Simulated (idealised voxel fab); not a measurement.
The name of this process module is voxel transistor to metal.
Cross-section cut: width 295 nm, square cells of 5 nm.
A cross-section is a grid of square cells, given in bands from the top down. A band is one or more rows of cells. Within each band entry, the heights of the top and of the bottom of the band appear first, in that order and in nm; the materials of the band then follow from left to right, each with its corresponding width in nm. The designation "all across" on a single material indicates that it fills the band from edge to edge; the designation "air" indicates empty space. Heights are measured from 0, the level below which the as-received wafer is all one material; the lowest band has no bottom and continues downward, written as in "0 down". Per-row width for "30..40": begins at first number (top row of band), ends at second number (bottom row), increment between rows held constant. Basically "no alterations made" means that step didn't change any cell in the cross-section. "Closed void catalog" lists enclosed empty spaces (at least 8 cells, no open path upward to the top), each as width x height at distance from the left edge, in nm. Anything after a step's settings on that line? It's the simulator's own note about the step. "overlay nm" answers the question of how far to the right of plan the mask lay on a step that has a mask, and when it is negative the answer is to the left.

# Planned process steps
step 1: RECEIVE with material Si
step 2: CONFORMAL_DEP with material SiO2, thk nm 5
step 3: CONFORMAL_DEP with material SiN, thk nm 10
step 4: MASKED_ETCH with tone cover, mask id ACTIVE, width nm 115, pitch nm 145, etch materials SiN, depth nm 10, overlay nm 0
step 5: MASKED_ETCH with tone cover, mask id ACTIVE, width nm 115, pitch nm 145, etch materials SiO2, depth nm 5, overlay nm 0
step 6: MASKED_ETCH with tone cover, mask id ACTIVE, width nm 115, pitch nm 145, etch materials Si, depth nm 30, overlay nm 0
step 7: OXIDIZE with depth nm 5
step 8: FILL_DEP with material SiO2, thk nm 5
step 9: CMP with height nm 15
step 10: SELECTIVE_ETCH with etch materials SiO2, depth nm 10
step 11: STRIP with etch materials SiN
step 12: SELECTIVE_ETCH with etch materials SiO2, depth nm 5
step 13: OXIDIZE with depth nm 5
step 14: DIRECTIONAL_DEP with material polySi, thk nm 25
step 15: DIRECTIONAL_DEP with material SiCN, thk nm 15
step 16: PATTERN with tone cover, mask id GATE, material resist, width nm 35, pitch nm 145, thk nm 15, overlay nm 0
step 17: DIRECTIONAL_ETCH with etch materials SiCN, depth nm 25
step 18: DIRECTIONAL_ETCH with etch materials polySi, depth nm 35
step 19: STRIP with etch materials resist
step 20: CONFORMAL_DEP with material SiO2, thk nm 5
step 21: DIRECTIONAL_ETCH with etch materials SiO2, depth nm 5
step 22: CONFORMAL_DEP with material SiN, thk nm 5
step 23: DIRECTIONAL_ETCH with etch materials SiN, depth nm 5
step 24: DIRECTIONAL_ETCH with etch materials SiO2, depth nm 5
step 25: EPI with material pSi, thk nm 5
step 26: FILL_DEP with material SiO2, thk nm 10
step 27: CMP with height nm 25
step 28: STRIP with etch materials polySi
step 29: SELECTIVE_ETCH with etch materials SiO2, depth nm 5
step 30: CONFORMAL_DEP with material HfO2, thk nm 5
step 31: CONFORMAL_DEP with material TiN, thk nm 5
step 32: FILL_DEP with material W, thk nm 10
step 33: CMP with height nm 20
step 34: DIRECTIONAL_DEP with material SiO2, thk nm 15
step 35: PATTERN with tone open, mask id CONTACT, material resist, width nm 15, thk nm 15, overlay nm 0
step 36: DIRECTIONAL_ETCH with etch materials SiO2, depth nm 35
step 37: STRIP with etch materials resist
step 38: CONFORMAL_DEP with material TiN, thk nm 5
step 39: FILL_DEP with material W, thk nm 5
step 40: CMP with height nm 35
step 41: CONFORMAL_DEP with material SiN, thk nm 5
step 42: DIRECTIONAL_DEP with material lowk, thk nm 15
step 43: MASKED_ETCH with tone open, mask id METAL_1, width nm 15, etch materials lowk, depth nm 15, overlay nm 0
step 44: MASKED_ETCH with tone open, mask id METAL_1, width nm 15, etch materials SiN, depth nm 5, overlay nm 0
step 45: CONFORMAL_DEP with material TiN, thk nm 5
step 46: FILL_DEP with material Ru, thk nm 5
step 47: CMP with height nm 55
step 48: EPI with material Ru, thk nm 5
step 49: FILL_DEP with material SiCN, thk nm 5
step 50: DIRECTIONAL_DEP with material SiO2, thk nm 35
step 51: MASKED_ETCH with tone open, mask id METAL_2, width nm 15, pitch nm 145, etch materials SiO2, depth nm 20, overlay nm 0
step 52: PATTERN with tone open, mask id METAL_2_HOLES, material resist, width nm 15, pitch nm 145, thk nm 15, overlay nm 0
step 53: DIRECTIONAL_ETCH with etch materials SiO2, depth nm 15
step 54: DIRECTIONAL_ETCH with etch materials SiCN, depth nm 5
step 55: STRIP with etch materials resist
step 56: CONFORMAL_DEP with material TiN, thk nm 5
step 57: FILL_DEP with material Cu, thk nm 10
step 58: CMP with height nm 100
step 59: CONFORMAL_DEP with material SiCN, thk nm 5

# Wafer at receipt (post step 1), cross-section
    0 down: Si all across
    Closed void catalog: none

# Result of the module, cross-sectioned: start per above, plan per above, one error in how it was run
    105 to 100: SiCN all across
    100 to 65: SiO2 (20)  TiN (5)  Cu (5)  TiN (5)  SiO2 (130)  TiN (5)  Cu (5)  TiN (5)  SiO2 (115)
    65 to 60: SiCN (20)  TiN (15)  SiCN (130)  TiN (15)  SiCN (115)
    60 to 55: Ru (25)  SiCN (5)  Ru (85)  SiCN (5)  Ru (50)  SiCN (5)  Ru (85)  SiCN (5)  Ru (30)
    55 to 45: Ru (15)  TiN (5)  lowk (15)  TiN (5)  Ru (65)  TiN (5)  lowk (15)  TiN (5)  Ru (30)  TiN (5)  lowk (15)  TiN (5)  Ru (65)  TiN (5)  lowk (15)  TiN (5)  Ru (20)
    45 to 40: TiN (20)  lowk (15)  TiN (75)  lowk (15)  TiN (40)  lowk (15)  TiN (75)  lowk (15)  TiN (25)
    40 to 35: SiN all across
    35 to 20: SiO2 (20)  TiN (5)  W (5)  TiN (5)  SiO2 (75)  TiN (5)  W (5)  TiN (5)  SiO2 (40)  TiN (5)  W (5)  TiN (5)  SiO2 (75)  TiN (5)  W (5)  TiN (5)  SiO2 (25)
    20 to 5: SiO2 (20)  TiN (5)  W (5)  TiN (5)  SiO2 (10)  SiN (5)  HfO2 (5)  TiN (5)  W (25)  TiN (5)  HfO2 (5)  SiN (5)  SiO2 (10)  TiN (5)  W (5)  TiN (5)  SiO2 (40)  TiN (5)  W (5)  TiN (5)  SiO2 (10)  SiN (5)  HfO2 (5)  TiN (5)  W (25)  TiN (5)  HfO2 (5)  SiN (5)  SiO2 (10)  TiN (5)  W (5)  TiN (5)  SiO2 (25)
    5 to 0: SiO2 (20)  TiN (15)  SiO2 (10)  SiN (5)  HfO2 (5)  TiN (35)  HfO2 (5)  SiN (5)  SiO2 (10)  TiN (15)  SiO2 (40)  TiN (15)  SiO2 (10)  SiN (5)  HfO2 (5)  TiN (35)  HfO2 (5)  SiN (5)  SiO2 (10)  TiN (15)  SiO2 (25)
    0 to -5: SiO2 (15)  pSi (30)  SiO2 (5)  HfO2 (45)  SiO2 (5)  pSi (30)  SiO2 (30)  pSi (30)  SiO2 (5)  HfO2 (45)  SiO2 (5)  pSi (30)  SiO2 (20)
    -5 to -35: SiO2 (20)  Si (105)  SiO2 (40)  Si (105)  SiO2 (25)
    -35 down: Si all across
    Closed void catalog: none
Run error: so step 43 ended up running with a different setting than we planned, it ran as MASKED_ETCH with tone cover, mask id METAL_1, width nm 15, etch materials lowk, depth nm 15, overlay nm 0
